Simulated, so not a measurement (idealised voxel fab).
Herein follows the process module entitled voxel wiring stack.
cross-section cut | 215 nm wide | cells 5 nm
Cross-section layout: square cells on a grid; listed as bands, top to bottom; a band spans one or more cell rows.
The band entry comprises the height of the band's top followed by the height of its bottom, expressed in nm, and subsequently the band's materials from left to right, each stated together with its width in nm. Where a single material is marked with the word "everywhere", that material fills the band from edge to edge. The word "air" represents empty space.
The level at which height equals 0 is the one under which the wafer, as it arrives, is entirely one material. No lower edge exists for the bottom band, which continues downward and is notated as in "0..down".
The expression "30 to 40" gives the width at the extremes of the band, the first number at its top row of cells and the second at its bottom row, with the width changing by equal amounts from each row to the next in between.
Take "no alterations made" at face value: in the step it is given for, the cross-section changed in none of its cells.
Closed empty spaces (no open way to the top) of 8 cells or more are what "Enclosed cavities" lists, each as width x height at distance from the left edge, nm for all three.
Whatever follows a step's settings on its line is a remark the simulator itself makes about that step.
overlay nm: for a step with a mask, the amount by which the mask lay right of where it was planned; a negative amount means left of it.
Each pair below shows a cross-section before one step and the cross-section after it, down to the lowest band that changed. The line under each pair gives the step between them, with its settings. The pairs can come from different runs of this module on the same starting wafer, so a pair continues from the pair above only where its "State on entry" says so.
[State on entry]
* 175..165: Cu everywhere
* 165..160: TiN 45 nm  Cu 20 nm  TiN 30 nm  Cu 20 nm  TiN 30 nm  Cu 20 nm  TiN 50 nm
* 160..135: SiO2 40 nm  TiN 5 nm  Cu 20 nm  TiN 5 nm  SiO2 20 nm  TiN 5 nm  Cu 20 nm  TiN 5 nm  SiO2 20 nm  TiN 5 nm  Cu 20 nm  TiN 5 nm  SiO2 45 nm
* 135..130: SiCN 40 nm  TiN 30 nm  SiCN 20 nm  TiN 30 nm  SiCN 20 nm  TiN 30 nm  SiCN 45 nm
* 130..115: lowk 40 nm  TiN 5 nm  Ru 5 nm  TiN 5 nm  lowk 35 nm  TiN 5 nm  Ru 5 nm  TiN 5 nm  lowk 35 nm  TiN 5 nm  Ru 5 nm  TiN 5 nm  lowk 60 nm
* 115..110: SiCN 40 nm  TiN 15 nm  SiCN 35 nm  TiN 15 nm  SiCN 35 nm  TiN 15 nm  SiCN 60 nm
* 110..100: lowk 40 nm  TiN 5 nm  Cu 20 nm  TiN 5 nm  lowk 20 nm  TiN 5 nm  Cu 20 nm  TiN 5 nm  lowk 20 nm  TiN 5 nm  Cu 20 nm  TiN 5 nm  lowk 45 nm
* 100..95: lowk 40 nm  TiN 5 nm  Cu 5 nm  TiN 20 nm  lowk 20 nm  TiN 5 nm  Cu 5 nm  TiN 20 nm  lowk 20 nm  TiN 5 nm  Cu 5 nm  TiN 20 nm  lowk 45 nm
* 95..85: lowk 40 nm  TiN 5 nm  Cu 5 nm  TiN 5 nm  lowk 35 nm  TiN 5 nm  Cu 5 nm  TiN 5 nm  lowk 35 nm  TiN 5 nm  Cu 5 nm  TiN 5 nm  lowk 60 nm
* 85..80: SiCN 40 nm  TiN 15 nm  SiCN 35 nm  TiN 15 nm  SiCN 35 nm  TiN 15 nm  SiCN 60 nm
* 80..55: SiO2 40 nm  SiN 5 nm  Ru 20 nm  SiN 5 nm  SiO2 20 nm  SiN 5 nm  Ru 20 nm  SiN 5 nm  SiO2 20 nm  SiN 5 nm  Ru 20 nm  SiN 5 nm  SiO2 45 nm
* 55..50: SiN 45 nm  TiN 20 nm  SiN 30 nm  TiN 20 nm  SiN 30 nm  TiN 20 nm  SiN 50 nm
* 50..40: SiO2 40 nm  Ru 15 nm  SiO2 85 nm  Ru 15 nm  SiO2 60 nm
* 40..35: SiCN 40 nm  Ru 15 nm  SiCN 85 nm  Ru 15 nm  SiCN 60 nm
* 35..15: SiO2 40 nm  TiN 5 nm  W 20 nm  TiN 5 nm  SiO2 20 nm  TiN 5 nm  W 20 nm  TiN 5 nm  SiO2 20 nm  TiN 5 nm  W 20 nm  TiN 5 nm  SiO2 45 nm
* 15..10: SiN 40 nm  TiN 30 nm  SiN 20 nm  TiN 30 nm  SiN 20 nm  TiN 30 nm  SiN 45 nm
* 10..0: SiO2 everywhere
* 0..down: Si everywhere
* Enclosed cavities: none
[State After Step]
* 160..135: SiO2 40 nm  TiN 5 nm  Cu 20 nm  TiN 5 nm  SiO2 20 nm  TiN 5 nm  Cu 20 nm  TiN 5 nm  SiO2 20 nm  TiN 5 nm  Cu 20 nm  TiN 5 nm  SiO2 45 nm
* Anything lower than 135 is untouched.
* Enclosed cavities: none
Upper to lower cross-section via CMP with height nm 160
State on entry: unchanged from the after cross-section in the pair immediately above; refer to that figure.
[State After Step]
* 165..160: air 35 nm  Ru 40 nm  air 10 nm  Ru 40 nm  air 10 nm  Ru 40 nm  air 40 nm
* Anything lower than 160 is untouched.
* Enclosed cavities: none
Upper to lower cross-section via EPI with material Ru, thk nm 5
State on entry: unchanged from the after cross-section in the pair immediately above; refer to that figure.
[State After Step]
* 170..165: SiCN everywhere
* 165..160: SiCN 35 nm  Ru 40 nm  SiCN 10 nm  Ru 40 nm  SiCN 10 nm  Ru 40 nm  SiCN 40 nm
* Anything lower than 160 is untouched.
* Enclosed cavities: none
Upper to lower cross-section via FILL_DEP with material SiCN, thk nm 5
[State on entry]
* 160..135: SiO2 40 nm  air 30 nm  SiO2 20 nm  air 30 nm  SiO2 20 nm  air 30 nm  SiO2 45 nm
* 135..130: SiCN everywhere
* 130..115: lowk 40 nm  TiN 5 nm  Ru 5 nm  TiN 5 nm  lowk 35 nm  TiN 5 nm  Ru 5 nm  TiN 5 nm  lowk 35 nm  TiN 5 nm  Ru 5 nm  TiN 5 nm  lowk 60 nm
* 115..110: SiCN 40 nm  TiN 15 nm  SiCN 35 nm  TiN 15 nm  SiCN 35 nm  TiN 15 nm  SiCN 60 nm
* 110..100: lowk 40 nm  TiN 5 nm  Cu 20 nm  TiN 5 nm  lowk 20 nm  TiN 5 nm  Cu 20 nm  TiN 5 nm  lowk 20 nm  TiN 5 nm  Cu 20 nm  TiN 5 nm  lowk 45 nm
* 100..95: lowk 40 nm  TiN 5 nm  Cu 5 nm  TiN 20 nm  lowk 20 nm  TiN 5 nm  Cu 5 nm  TiN 20 nm  lowk 20 nm  TiN 5 nm  Cu 5 nm  TiN 20 nm  lowk 45 nm
* 95..85: lowk 40 nm  TiN 5 nm  Cu 5 nm  TiN 5 nm  lowk 35 nm  TiN 5 nm  Cu 5 nm  TiN 5 nm  lowk 35 nm  TiN 5 nm  Cu 5 nm  TiN 5 nm  lowk 60 nm
* 85..80: SiCN 40 nm  TiN 15 nm  SiCN 35 nm  TiN 15 nm  SiCN 35 nm  TiN 15 nm  SiCN 60 nm
* 80..55: SiO2 35 nm  SiN 5 nm  Ru 30 nm  SiN 5 nm  SiO2 10 nm  SiN 5 nm  Ru 30 nm  SiN 5 nm  SiO2 10 nm  SiN 5 nm  Ru 30 nm  SiN 5 nm  SiO2 40 nm
* 55..50: SiN 40 nm  TiN 30 nm  SiN 20 nm  TiN 30 nm  SiN 20 nm  TiN 30 nm  SiN 45 nm
* 50..40: SiO2 40 nm  Ru 15 nm  SiO2 85 nm  Ru 15 nm  SiO2 60 nm
* 40..35: SiCN 40 nm  Ru 15 nm  SiCN 85 nm  Ru 15 nm  SiCN 60 nm
* 35..15: SiO2 40 nm  TiN 5 nm  W 20 nm  TiN 5 nm  SiO2 20 nm  TiN 5 nm  W 20 nm  TiN 5 nm  SiO2 20 nm  TiN 5 nm  W 20 nm  TiN 5 nm  SiO2 45 nm
* 15..10: SiN 40 nm  TiN 30 nm  SiN 20 nm  TiN 30 nm  SiN 20 nm  TiN 30 nm  SiN 45 nm
* 10..0: SiO2 everywhere
* 0..down: Si everywhere
* Enclosed cavities: none
[State After Step]
* 160..135: SiO2 40 nm  air 30 nm  SiO2 20 nm  air 30 nm  SiO2 20 nm  air 30 nm  SiO2 45 nm
* 135..130: SiCN 40 nm  air 20 nm  SiCN 30 nm  air 20 nm  SiCN 30 nm  air 20 nm  SiCN 55 nm
* Anything lower than 130 is untouched.
* Enclosed cavities: none
Upper to lower cross-section via MASKED_ETCH with tone open, mask id METAL_4, width nm 30, pitch nm 50, etch materials SiCN, depth nm 5, overlay nm -10
State on entry: unchanged from the after cross-section in the pair immediately above; refer to that figure.
[State After Step]
* 165..160: TiN 45 nm  air 20 nm  TiN 30 nm  air 20 nm  TiN 30 nm  air 20 nm  TiN 50 nm
* 160..140: SiO2 40 nm  TiN 5 nm  air 20 nm  TiN 5 nm  SiO2 20 nm  TiN 5 nm  air 20 nm  TiN 5 nm  SiO2 20 nm  TiN 5 nm  air 20 nm  TiN 5 nm  SiO2 45 nm
* 140..135: SiO2 40 nm  TiN 5 nm  air 10 nm  TiN 15 nm  SiO2 20 nm  TiN 5 nm  air 10 nm  TiN 15 nm  SiO2 20 nm  TiN 5 nm  air 10 nm  TiN 15 nm  SiO2 45 nm
* 135..130: SiCN 40 nm  TiN 20 nm  SiCN 30 nm  TiN 20 nm  SiCN 30 nm  TiN 20 nm  SiCN 55 nm
* Anything lower than 130 is untouched.
* Enclosed cavities: none
Upper to lower cross-section via CONFORMAL_DEP with material TiN, thk nm 5
State on entry: unchanged from the after cross-section in the pair immediately above; refer to that figure.
[State After Step]
* 175..165: Cu everywhere
* 165..160: TiN 45 nm  Cu 20 nm  TiN 30 nm  Cu 20 nm  TiN 30 nm  Cu 20 nm  TiN 50 nm
* 160..140: SiO2 40 nm  TiN 5 nm  Cu 20 nm  TiN 5 nm  SiO2 20 nm  TiN 5 nm  Cu 20 nm  TiN 5 nm  SiO2 20 nm  TiN 5 nm  Cu 20 nm  TiN 5 nm  SiO2 45 nm
* 140..135: SiO2 40 nm  TiN 5 nm  Cu 10 nm  TiN 15 nm  SiO2 20 nm  TiN 5 nm  Cu 10 nm  TiN 15 nm  SiO2 20 nm  TiN 5 nm  Cu 10 nm  TiN 15 nm  SiO2 45 nm
* Anything lower than 135 is untouched.
* Enclosed cavities: none
Upper to lower cross-section via FILL_DEP with material Cu, thk nm 10
State on entry: unchanged from the after cross-section in the pair immediately above; refer to that figure.
[State After Step]
* 160..140: SiO2 40 nm  TiN 5 nm  Cu 20 nm  TiN 5 nm  SiO2 20 nm  TiN 5 nm  Cu 20 nm  TiN 5 nm  SiO2 20 nm  TiN 5 nm  Cu 20 nm  TiN 5 nm  SiO2 45 nm
* Anything lower than 140 is untouched.
* Enclosed cavities: none
Upper to lower cross-section via CMP with height nm 160
State on entry: unchanged from the after cross-section in the pair immediately above; refer to that figure.
[State After Step]
* 165..160: air 35 nm  Ru 40 nm  air 10 nm  Ru 40 nm  air 10 nm  Ru 40 nm  air 40 nm
* Anything lower than 160 is untouched.
* Enclosed cavities: none
Upper to lower cross-section via EPI with material Ru, thk nm 5
State on entry: unchanged from the after cross-section in the pair immediately above; refer to that figure.
[State After Step]
* 170..165: SiCN everywhere
* 165..160: SiCN 35 nm  Ru 40 nm  SiCN 10 nm  Ru 40 nm  SiCN 10 nm  Ru 40 nm  SiCN 40 nm
* Anything lower than 160 is untouched.
* Enclosed cavities: none
Upper to lower cross-section via FILL_DEP with material SiCN, thk nm 5
[State on entry]
* 80..55: air 40 nm  Ru 30 nm  air 20 nm  Ru 30 nm  air 20 nm  Ru 30 nm  air 45 nm
* 55..50: air 40 nm  TiN 30 nm  air 20 nm  TiN 30 nm  air 20 nm  TiN 30 nm  air 45 nm
* 50..40: SiO2 40 nm  Ru 15 nm  SiO2 85 nm  Ru 15 nm  SiO2 60 nm
* 40..35: SiCN 40 nm  Ru 15 nm  SiCN 85 nm  Ru 15 nm  SiCN 60 nm
* 35..15: SiO2 40 nm  TiN 5 nm  W 20 nm  TiN 5 nm  SiO2 20 nm  TiN 5 nm  W 20 nm  TiN 5 nm  SiO2 20 nm  TiN 5 nm  W 20 nm  TiN 5 nm  SiO2 45 nm
* 15..10: SiN 40 nm  TiN 30 nm  SiN 20 nm  TiN 30 nm  SiN 20 nm  TiN 30 nm  SiN 45 nm
* 10..0: SiO2 everywhere
* 0..down: Si everywhere
* Enclosed cavities: none
[State After Step]
* 85..80: air 35 nm  Cu 40 nm  air 10 nm  Cu 40 nm  air 10 nm  Cu 40 nm  air 40 nm
* 80..55: air 35 nm  Cu 5 nm  Ru 30 nm  Cu 5 nm  air 10 nm  Cu 5 nm  Ru 30 nm  Cu 5 nm  air 10 nm  Cu 5 nm  Ru 30 nm  Cu 5 nm  air 40 nm
* 55..50: Cu 40 nm  TiN 30 nm  Cu 20 nm  TiN 30 nm  Cu 20 nm  TiN 30 nm  Cu 45 nm
* Anything lower than 50 is untouched.
* Enclosed cavities: none
Upper to lower cross-section via CONFORMAL_DEP with material Cu, thk nm 5
State on entry: unchanged from the after cross-section in the pair immediately above; refer to that figure.
[State After Step]
* 90..85: SiO2 everywhere
* 85..80: SiO2 35 nm  Cu 40 nm  SiO2 10 nm  Cu 40 nm  SiO2 10 nm  Cu 40 nm  SiO2 40 nm
* 80..55: SiO2 35 nm  Cu 5 nm  Ru 30 nm  Cu 5 nm  SiO2 10 nm  Cu 5 nm  Ru 30 nm  Cu 5 nm  SiO2 10 nm  Cu 5 nm  Ru 30 nm  Cu 5 nm  SiO2 40 nm
* Anything lower than 55 is untouched.
* Enclosed cavities: none
Upper to lower cross-section via FILL_DEP with material SiO2, thk nm 5
State on entry: unchanged from the after cross-section in the pair immediately above; refer to that figure.
[State After Step]
* 80..55: SiO2 35 nm  Cu 5 nm  Ru 30 nm  Cu 5 nm  SiO2 10 nm  Cu 5 nm  Ru 30 nm  Cu 5 nm  SiO2 10 nm  Cu 5 nm  Ru 30 nm  Cu 5 nm  SiO2 40 nm
* Anything lower than 55 is untouched.
* Enclosed cavities: none
Upper to lower cross-section via CMP with height nm 80
State on entry: unchanged from the after cross-section in the pair immediately above; refer to that figure.
[State After Step]
* 85..80: SiCN everywhere
* Anything lower than 80 is untouched.
* Enclosed cavities: none
Upper to lower cross-section via CONFORMAL_DEP with material SiCN, thk nm 5
State on entry: unchanged from the after cross-section in the pair immediately above; refer to that figure.
[State After Step]
* 110..85: lowk everywhere
* Anything lower than 85 is untouched.
* Enclosed cavities: none
Upper to lower cross-section via DIRECTIONAL_DEP with material lowk, thk nm 25
State on entry: unchanged from the after cross-section in the pair immediately above; refer to that figure.
[State After Step]
* 120..110: aC everywhere
* Anything lower than 110 is untouched.
* Enclosed cavities: none
Upper to lower cross-section via DIRECTIONAL_DEP with material aC, thk nm 10
State on entry: unchanged from the after cross-section in the pair immediately above; refer to that figure.
[State After Step]
* 150..120: resist 40 nm  air 15 nm  resist 35 nm  air 15 nm  resist 35 nm  air 15 nm  resist 60 nm
* Anything lower than 120 is untouched.
* Enclosed cavities: none
Upper to lower cross-section via PATTERN with tone open, mask id METAL_3_HOLES, material resist, width nm 15, pitch nm 50, thk nm 30, overlay nm 0
State on entry: unchanged from the after cross-section in the pair immediately above; refer to that figure.
[State After Step]
* 140..120: resist 40 nm  air 15 nm  resist 35 nm  air 15 nm  resist 35 nm  air 15 nm  resist 60 nm
* 120..110: aC 40 nm  air 15 nm  aC 35 nm  air 15 nm  aC 35 nm  air 15 nm  aC 60 nm
* Anything lower than 110 is untouched.
* Enclosed cavities: none
Upper to lower cross-section via DIRECTIONAL_ETCH with etch materials aC, depth nm 10
State on entry: unchanged from the after cross-section in the pair immediately above; refer to that figure.
[State After Step]
* 120..110: aC 40 nm  air 15 nm  aC 35 nm  air 15 nm  aC 35 nm  air 15 nm  aC 60 nm
* Anything lower than 110 is untouched.
* Enclosed cavities: none
Upper to lower cross-section via STRIP with etch materials resist
State on entry: unchanged from the after cross-section in the pair immediately above; refer to that figure.
[State After Step]
* 120..110: aC 40 nm  air 15 nm  aC 35 nm  air 15 nm  aC 35 nm  air 15 nm  aC 60 nm
* 110..85: lowk 40 nm  air 15 nm  lowk 35 nm  air 15 nm  lowk 35 nm  air 15 nm  lowk 60 nm
* Anything lower than 85 is untouched.
* Enclosed cavities: none
Upper to lower cross-section via DIRECTIONAL_ETCH with etch materials lowk, depth nm 25
State on entry: unchanged from the after cross-section in the pair immediately above; refer to that figure.
[State After Step]
* 110..85: lowk 40 nm  air 15 nm  lowk 35 nm  air 15 nm  lowk 35 nm  air 15 nm  lowk 60 nm
* Anything lower than 85 is untouched.
* Enclosed cavities: none
Upper to lower cross-section via STRIP with etch materials aC
State on entry: unchanged from the after cross-section in the pair immediately above; refer to that figure.
[State After Step]
* 125..110: aC 40 nm  air 15 nm  aC 35 nm  air 15 nm  aC 35 nm  air 15 nm  aC 60 nm
* 110..100: lowk 40 nm  air 15 nm  lowk 35 nm  air 15 nm  lowk 35 nm  air 15 nm  lowk 60 nm
* 100..85: lowk 40 nm  aC 15 nm  lowk 35 nm  aC 15 nm  lowk 35 nm  aC 15 nm  lowk 60 nm
* Anything lower than 85 is untouched.
* Enclosed cavities: none
Upper to lower cross-section via DIRECTIONAL_DEP with material aC, thk nm 15
State on entry: unchanged from the after cross-section in the pair immediately above; refer to that figure.
[State After Step]
* 160..125: resist 40 nm  air 30 nm  resist 20 nm  air 30 nm  resist 20 nm  air 30 nm  resist 45 nm
* Anything lower than 125 is untouched.
* Enclosed cavities: none
Upper to lower cross-section via PATTERN with tone open, mask id METAL_3, material resist, width nm 30, pitch nm 50, thk nm 35, overlay nm 0
State on entry: unchanged from the after cross-section in the pair immediately above; refer to that figure.
[State After Step]
* 145..125: resist 40 nm  air 30 nm  resist 20 nm  air 30 nm  resist 20 nm  air 30 nm  resist 45 nm
* 125..110: aC 40 nm  air 30 nm  aC 20 nm  air 30 nm  aC 20 nm  air 30 nm  aC 45 nm
* 110..85: lowk 40 nm  air 15 nm  lowk 35 nm  air 15 nm  lowk 35 nm  air 15 nm  lowk 60 nm
* Anything lower than 85 is untouched.
* Enclosed cavities: none
Upper to lower cross-section via DIRECTIONAL_ETCH with etch materials aC, depth nm 15
State on entry: unchanged from the after cross-section in the pair immediately above; refer to that figure.
[State After Step]
* 125..110: aC 40 nm  air 30 nm  aC 20 nm  air 30 nm  aC 20 nm  air 30 nm  aC 45 nm
* Anything lower than 110 is untouched.
* Enclosed cavities: none
Upper to lower cross-section via STRIP with etch materials resist
State on entry: unchanged from the after cross-section in the pair immediately above; refer to that figure.
[State After Step]
* 125..110: aC 40 nm  air 30 nm  aC 20 nm  air 30 nm  aC 20 nm  air 30 nm  aC 45 nm
* 110..95: lowk 40 nm  air 30 nm  lowk 20 nm  air 30 nm  lowk 20 nm  air 30 nm  lowk 45 nm
* Anything lower than 95 is untouched.
* Enclosed cavities: none
Upper to lower cross-section via DIRECTIONAL_ETCH with etch materials lowk, depth nm 15
State on entry: unchanged from the after cross-section in the pair immediately above; refer to that figure.
[State After Step]
* 125..110: aC 40 nm  air 30 nm  aC 20 nm  air 30 nm  aC 20 nm  air 30 nm  aC 45 nm
* 110..95: lowk 40 nm  air 30 nm  lowk 20 nm  air 30 nm  lowk 20 nm  air 30 nm  lowk 45 nm
* 95..85: lowk 40 nm  air 15 nm  lowk 35 nm  air 15 nm  lowk 35 nm  air 15 nm  lowk 60 nm
* 85..80: SiCN 40 nm  air 15 nm  SiCN 35 nm  air 15 nm  SiCN 35 nm  air 15 nm  SiCN 60 nm
* Anything lower than 80 is untouched.
* Enclosed cavities: none
Upper to lower cross-section via DIRECTIONAL_ETCH with etch materials SiCN, depth nm 5
State on entry: unchanged from the after cross-section in the pair immediately above; refer to that figure.
[State After Step]
* 110..95: lowk 40 nm  air 30 nm  lowk 20 nm  air 30 nm  lowk 20 nm  air 30 nm  lowk 45 nm
* Anything lower than 95 is untouched.
* Enclosed cavities: none
Upper to lower cross-section via STRIP with etch materials aC
State on entry: unchanged from the after cross-section in the pair immediately above; refer to that figure.
[State After Step]
* 115..110: TiN 45 nm  air 20 nm  TiN 30 nm  air 20 nm  TiN 30 nm  air 20 nm  TiN 50 nm
* 110..100: lowk 40 nm  TiN 5 nm  air 20 nm  TiN 5 nm  lowk 20 nm  TiN 5 nm  air 20 nm  TiN 5 nm  lowk 20 nm  TiN 5 nm  air 20 nm  TiN 5 nm  lowk 45 nm
* 100..95: lowk 40 nm  TiN 5 nm  air 5 nm  TiN 20 nm  lowk 20 nm  TiN 5 nm  air 5 nm  TiN 20 nm  lowk 20 nm  TiN 5 nm  air 5 nm  TiN 20 nm  lowk 45 nm
* 95..85: lowk 40 nm  TiN 5 nm  air 5 nm  TiN 5 nm  lowk 35 nm  TiN 5 nm  air 5 nm  TiN 5 nm  lowk 35 nm  TiN 5 nm  air 5 nm  TiN 5 nm  lowk 60 nm
* 85..80: SiCN 40 nm  TiN 15 nm  SiCN 35 nm  TiN 15 nm  SiCN 35 nm  TiN 15 nm  SiCN 60 nm
* Anything lower than 80 is untouched.
* Enclosed cavities: none
Upper to lower cross-section via CONFORMAL_DEP with material TiN, thk nm 5
State on entry: unchanged from the after cross-section in the pair immediately above; refer to that figure.
[State After Step]
* 125..115: Cu everywhere
* 115..110: TiN 45 nm  Cu 20 nm  TiN 30 nm  Cu 20 nm  TiN 30 nm  Cu 20 nm  TiN 50 nm
* 110..100: lowk 40 nm  TiN 5 nm  Cu 20 nm  TiN 5 nm  lowk 20 nm  TiN 5 nm  Cu 20 nm  TiN 5 nm  lowk 20 nm  TiN 5 nm  Cu 20 nm  TiN 5 nm  lowk 45 nm
* 100..95: lowk 40 nm  TiN 5 nm  Cu 5 nm  TiN 20 nm  lowk 20 nm  TiN 5 nm  Cu 5 nm  TiN 20 nm  lowk 20 nm  TiN 5 nm  Cu 5 nm  TiN 20 nm  lowk 45 nm
* 95..85: lowk 40 nm  TiN 5 nm  Cu 5 nm  TiN 5 nm  lowk 35 nm  TiN 5 nm  Cu 5 nm  TiN 5 nm  lowk 35 nm  TiN 5 nm  Cu 5 nm  TiN 5 nm  lowk 60 nm
* Anything lower than 85 is untouched.
* Enclosed cavities: none
Upper to lower cross-section via FILL_DEP with material Cu, thk nm 10
State on entry: unchanged from the after cross-section in the pair immediately above; refer to that figure.
[State After Step]
* 110..100: lowk 40 nm  TiN 5 nm  Cu 20 nm  TiN 5 nm  lowk 20 nm  TiN 5 nm  Cu 20 nm  TiN 5 nm  lowk 20 nm  TiN 5 nm  Cu 20 nm  TiN 5 nm  lowk 45 nm
* Anything lower than 100 is untouched.
* Enclosed cavities: none
Upper to lower cross-section via CMP with height nm 110
State on entry: unchanged from the after cross-section in the pair immediately above; refer to that figure.
[State After Step]
* 115..110: SiCN everywhere
* Anything lower than 110 is untouched.
* Enclosed cavities: none
Upper to lower cross-section via CONFORMAL_DEP with material SiCN, thk nm 5
State on entry: unchanged from the after cross-section in the pair immediately above; refer to that figure.
[State After Step]
* 130..115: lowk everywhere
* Anything lower than 115 is untouched.
* Enclosed cavities: none
Upper to lower cross-section via DIRECTIONAL_DEP with material lowk, thk nm 15
State on entry: unchanged from the after cross-section in the pair immediately above; refer to that figure.
[State After Step]
* 150..130: resist 40 nm  air 15 nm  resist 35 nm  air 15 nm  resist 35 nm  air 15 nm  resist 60 nm
* Anything lower than 130 is untouched.
* Enclosed cavities: none
Upper to lower cross-section via PATTERN with tone open, mask id PLUG_3, material resist, width nm 15, pitch nm 50, thk nm 20, overlay nm 0
State on entry: unchanged from the after cross-section in the pair immediately above; refer to that figure.
[State After Step]
* 150..130: resist 40 nm  air 15 nm  resist 35 nm  air 15 nm  resist 35 nm  air 15 nm  resist 60 nm
* 130..115: lowk 40 nm  air 15 nm  lowk 35 nm  air 15 nm  lowk 35 nm  air 15 nm  lowk 60 nm
* Anything lower than 115 is untouched.
* Enclosed cavities: none
Upper to lower cross-section via DIRECTIONAL_ETCH with etch materials lowk, depth nm 15
State on entry: unchanged from the after cross-section in the pair immediately above; refer to that figure.
[State After Step]
* 150..130: resist 40 nm  air 15 nm  resist 35 nm  air 15 nm  resist 35 nm  air 15 nm  resist 60 nm
* 130..115: lowk 40 nm  air 15 nm  lowk 35 nm  air 15 nm  lowk 35 nm  air 15 nm  lowk 60 nm
* 115..110: SiCN 40 nm  air 15 nm  SiCN 35 nm  air 15 nm  SiCN 35 nm  air 15 nm  SiCN 60 nm
* Anything lower than 110 is untouched.
* Enclosed cavities: none
Upper to lower cross-section via DIRECTIONAL_ETCH with etch materials SiCN, depth nm 5
State on entry: unchanged from the after cross-section in the pair immediately above; refer to that figure.
[State After Step]
* 130..115: lowk 40 nm  air 15 nm  lowk 35 nm  air 15 nm  lowk 35 nm  air 15 nm  lowk 60 nm
* Anything lower than 115 is untouched.
* Enclosed cavities: none
Upper to lower cross-section via STRIP with etch materials resist
State on entry: unchanged from the after cross-section in the pair immediately above; refer to that figure.
[State After Step]
* 135..130: TiN 45 nm  air 5 nm  TiN 45 nm  air 5 nm  TiN 45 nm  air 5 nm  TiN 65 nm
* 130..115: lowk 40 nm  TiN 5 nm  air 5 nm  TiN 5 nm  lowk 35 nm  TiN 5 nm  air 5 nm  TiN 5 nm  lowk 35 nm  TiN 5 nm  air 5 nm  TiN 5 nm  lowk 60 nm
* 115..110: SiCN 40 nm  TiN 15 nm  SiCN 35 nm  TiN 15 nm  SiCN 35 nm  TiN 15 nm  SiCN 60 nm
* Anything lower than 110 is untouched.
* Enclosed cavities: none
Upper to lower cross-section via CONFORMAL_DEP with material TiN, thk nm 5
State on entry: unchanged from the after cross-section in the pair immediately above; refer to that figure.
[State After Step]
* 140..135: Ru everywhere
* 135..130: TiN 45 nm  Ru 5 nm  TiN 45 nm  Ru 5 nm  TiN 45 nm  Ru 5 nm  TiN 65 nm
* 130..115: lowk 40 nm  TiN 5 nm  Ru 5 nm  TiN 5 nm  lowk 35 nm  TiN 5 nm  Ru 5 nm  TiN 5 nm  lowk 35 nm  TiN 5 nm  Ru 5 nm  TiN 5 nm  lowk 60 nm
* Anything lower than 115 is untouched.
* Enclosed cavities: none
Upper to lower cross-section via FILL_DEP with material Ru, thk nm 5
State on entry: unchanged from the after cross-section in the pair immediately above; refer to that figure.
[State After Step]
* 130..115: lowk 40 nm  TiN 5 nm  Ru 5 nm  TiN 5 nm  lowk 35 nm  TiN 5 nm  Ru 5 nm  TiN 5 nm  lowk 35 nm  TiN 5 nm  Ru 5 nm  TiN 5 nm  lowk 60 nm
* Anything lower than 115 is untouched.
* Enclosed cavities: none
Upper to lower cross-section via CMP with height nm 130
State on entry: unchanged from the after cross-section in the pair immediately above; refer to that figure.
[State After Step]
* 135..130: SiCN everywhere
* Anything lower than 130 is untouched.
* Enclosed cavities: none
Upper to lower cross-section via CONFORMAL_DEP with material SiCN, thk nm 5
State on entry: unchanged from the after cross-section in the pair immediately above; refer to that figure.
[State After Step]
* 160..135: SiO2 everywhere
* Anything lower than 135 is untouched.
* Enclosed cavities: none
Upper to lower cross-section via DIRECTIONAL_DEP with material SiO2, thk nm 25
State on entry: unchanged from the after cross-section in the pair immediately above; refer to that figure.
[State After Step]
* 160..135: SiO2 40 nm  air 30 nm  SiO2 20 nm  air 30 nm  SiO2 20 nm  air 30 nm  SiO2 45 nm
* Anything lower than 135 is untouched.
* Enclosed cavities: none
Upper to lower cross-section via MASKED_ETCH with tone open, mask id METAL_4, width nm 30, pitch nm 50, etch materials SiO2, depth nm 25, overlay nm 0
State on entry: unchanged from the after cross-section in the pair immediately above; refer to that figure.
[State After Step]
* 160..135: SiO2 40 nm  air 30 nm  SiO2 20 nm  air 30 nm  SiO2 20 nm  air 30 nm  SiO2 45 nm
* 135..130: SiCN 40 nm  air 30 nm  SiCN 20 nm  air 30 nm  SiCN 20 nm  air 30 nm  SiCN 45 nm
* Anything lower than 130 is untouched.
* Enclosed cavities: none
Upper to lower cross-section via MASKED_ETCH with tone open, mask id METAL_4, width nm 30, pitch nm 50, etch materials SiCN, depth nm 5, overlay nm 0
State on entry: unchanged from the after cross-section in the pair immediately above; refer to that figure.
[State After Step]
* 165..160: TiN 45 nm  air 20 nm  TiN 30 nm  air 20 nm  TiN 30 nm  air 20 nm  TiN 50 nm
* 160..135: SiO2 40 nm  TiN 5 nm  air 20 nm  TiN 5 nm  SiO2 20 nm  TiN 5 nm  air 20 nm  TiN 5 nm  SiO2 20 nm  TiN 5 nm  air 20 nm  TiN 5 nm  SiO2 45 nm
* 135..130: SiCN 40 nm  TiN 30 nm  SiCN 20 nm  TiN 30 nm  SiCN 20 nm  TiN 30 nm  SiCN 45 nm
* Anything lower than 130 is untouched.
* Enclosed cavities: none
Upper to lower cross-section via CONFORMAL_DEP with material TiN, thk nm 5
State on entry: unchanged from the after cross-section in the pair immediately above; refer to that figure.
[State After Step]
* 175..165: Cu everywhere
* 165..160: TiN 45 nm  Cu 20 nm  TiN 30 nm  Cu 20 nm  TiN 30 nm  Cu 20 nm  TiN 50 nm
* 160..135: SiO2 40 nm  TiN 5 nm  Cu 20 nm  TiN 5 nm  SiO2 20 nm  TiN 5 nm  Cu 20 nm  TiN 5 nm  SiO2 20 nm  TiN 5 nm  Cu 20 nm  TiN 5 nm  SiO2 45 nm
* Anything lower than 135 is untouched.
* Enclosed cavities: none
Upper to lower cross-section via FILL_DEP with material Cu, thk nm 10
State on entry: unchanged from the after cross-section in the pair immediately above; refer to that figure.
[State After Step]
* 160..135: SiO2 40 nm  TiN 5 nm  Cu 20 nm  TiN 5 nm  SiO2 20 nm  TiN 5 nm  Cu 20 nm  TiN 5 nm  SiO2 20 nm  TiN 5 nm  Cu 20 nm  TiN 5 nm  SiO2 45 nm
* Anything lower than 135 is untouched.
* Enclosed cavities: none
Upper to lower cross-section via CMP with height nm 160
State on entry: unchanged from the after cross-section in the pair immediately above; refer to that figure.
[State After Step]
* 165..160: air 35 nm  Ru 40 nm  air 10 nm  Ru 40 nm  air 10 nm  Ru 40 nm  air 40 nm
* Anything lower than 160 is untouched.
* Enclosed cavities: none
Upper to lower cross-section via EPI with material Ru, thk nm 5
State on entry: unchanged from the after cross-section in the pair immediately above; refer to that figure.
[State After Step]
* 170..165: SiCN everywhere
* 165..160: SiCN 35 nm  Ru 40 nm  SiCN 10 nm  Ru 40 nm  SiCN 10 nm  Ru 40 nm  SiCN 40 nm
* Anything lower than 160 is untouched.
* Enclosed cavities: none
Upper to lower cross-section via FILL_DEP with material SiCN, thk nm 5
